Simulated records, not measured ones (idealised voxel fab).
Proc. module: voxel wiring stack
For reference, the cross-section in this document is cut, with width 210 nm and square cells of 5 nm.
Each cross-section below is a grid of square cells, stated as bands in top-down order, with one or more rows of cells making up each band.
Per band: top height and bottom height in nm, followed by the left-to-right materials and their widths in nm; "edge to edge" marks a single material spanning edge to edge, "air" marks empty space.
We count height from 0. Below that, the starting wafer is all one material. The lowest band never ends at the bottom but goes on down; see "0..down" for how that is written.
Width spec "30..40" -> top row of cells at first value, bottom row at second value, equal per-row change in between.
No cell of the cross-section changed in a step that is given as "same as before".
Closed-off voids of 8+ cells (no open route to the top) go in "Fully sealed cavities", written width x height at distance from the left edge, in nm.
Text after the settings on a step's line: the simulator's own remark on that step.
overlay nm: how far to the right of its planned place the mask lay on this masked step (negative: to the left).

### Below is the list of planned process steps
- 1: RECEIVE, material Si
- 2: CONFORMAL_DEP, material SiO2, thk nm 15
- 3: CONFORMAL_DEP, material SiCN, thk nm 5
- 4: DIRECTIONAL_DEP, material lowk, thk nm 15
- 5: PATTERN, tone open, mask id METAL_1, material resist, width nm 30, pitch nm 45, thk nm 15, overlay nm 0
- 6: DIRECTIONAL_ETCH, etch materials lowk, depth nm 15
- 7: DIRECTIONAL_ETCH, etch materials SiCN, depth nm 5
- 8: STRIP, etch materials resist
- 9: CONFORMAL_DEP, material TiN, thk nm 5
- 10: FILL_DEP, material W, thk nm 5
- 11: CMP, height nm 35
- 12: CONFORMAL_DEP, material SiCN, thk nm 5
- 13: DIRECTIONAL_DEP, material lowk, thk nm 20
- 14: PATTERN, tone open, mask id PLUG_1, material resist, width nm 15, pitch nm 45, thk nm 20, overlay nm 0
- 15: DIRECTIONAL_ETCH, etch materials lowk, depth nm 20
- 16: DIRECTIONAL_ETCH, etch materials SiCN, depth nm 5
- 17: STRIP, etch materials resist
- 18: CONFORMAL_DEP, material TiN, thk nm 5
- 19: FILL_DEP, material Ru, thk nm 10
- 20: CMP, height nm 60
- 21: DIRECTIONAL_DEP, material TiN, thk nm 5
- 22: DIRECTIONAL_DEP, material W, thk nm 25
- 23: DIRECTIONAL_DEP, material aC, thk nm 10
- 24: PATTERN, tone cover, mask id METAL_2, material resist, width nm 20, pitch nm 45, thk nm 30, overlay nm 0
- 25: DIRECTIONAL_ETCH, etch materials aC, depth nm 10
- 26: STRIP, etch materials resist
- 27: DIRECTIONAL_ETCH, etch materials W, depth nm 25
- 28: DIRECTIONAL_ETCH, etch materials TiN, depth nm 5
- 29: STRIP, etch materials aC
- 30: FILL_DEP, material lowk, thk nm 5
- 31: CMP, height nm 90
- 32: CONFORMAL_DEP, material SiCN, thk nm 5
- 33: DIRECTIONAL_DEP, material SiO2, thk nm 35
- 34: PATTERN, tone open, mask id METAL_3_HOLES, material resist, width nm 15, pitch nm 45, thk nm 20, overlay nm 0
- 35: DIRECTIONAL_ETCH, etch materials SiO2, depth nm 35
- 36: STRIP, etch materials resist
- 37: DIRECTIONAL_DEP, material aC, thk nm 15
- 38: PATTERN, tone open, mask id METAL_3, material resist, width nm 30, pitch nm 45, thk nm 30, overlay nm 0
- 39: DIRECTIONAL_ETCH, etch materials aC, depth nm 15
- 40: STRIP, etch materials resist
- 41: DIRECTIONAL_ETCH, etch materials SiO2, depth nm 20
- 42: DIRECTIONAL_ETCH, etch materials SiCN, depth nm 5
- 43: STRIP, etch materials aC
- 44: CONFORMAL_DEP, material TiN, thk nm 5
- 45: FILL_DEP, material Ru, thk nm 10
- 46: CMP, height nm 130
- 47: CONFORMAL_DEP, material SiN, thk nm 5
Heads up: all these wafers start the same, and what changes between them is the width nm in step 24. The value you see in the plan is just what the first wafer got.

### Cross-section of the first of several wafers on receipt, reflecting completion of step 1
* 0..down  Si edge to edge
* Fully sealed cavities: none

### Table: wafers, a row each; end-of-module cell change per material since receipt, gain (+), loss (-); then closed voids
width nm 20 | +80 Ru | +78 SiCN | +42 SiN | +288 SiO2 | +188 TiN | +128 W | +330 lowk | Fully sealed cavities: none
width nm 25 | +80 Ru | +78 SiCN | +42 SiN | +288 SiO2 | +192 TiN | +148 W | +306 lowk | Fully sealed cavities: none
width nm 30 | +80 Ru | +78 SiCN | +42 SiN | +288 SiO2 | +196 TiN | +168 W | +282 lowk | Fully sealed cavities: none
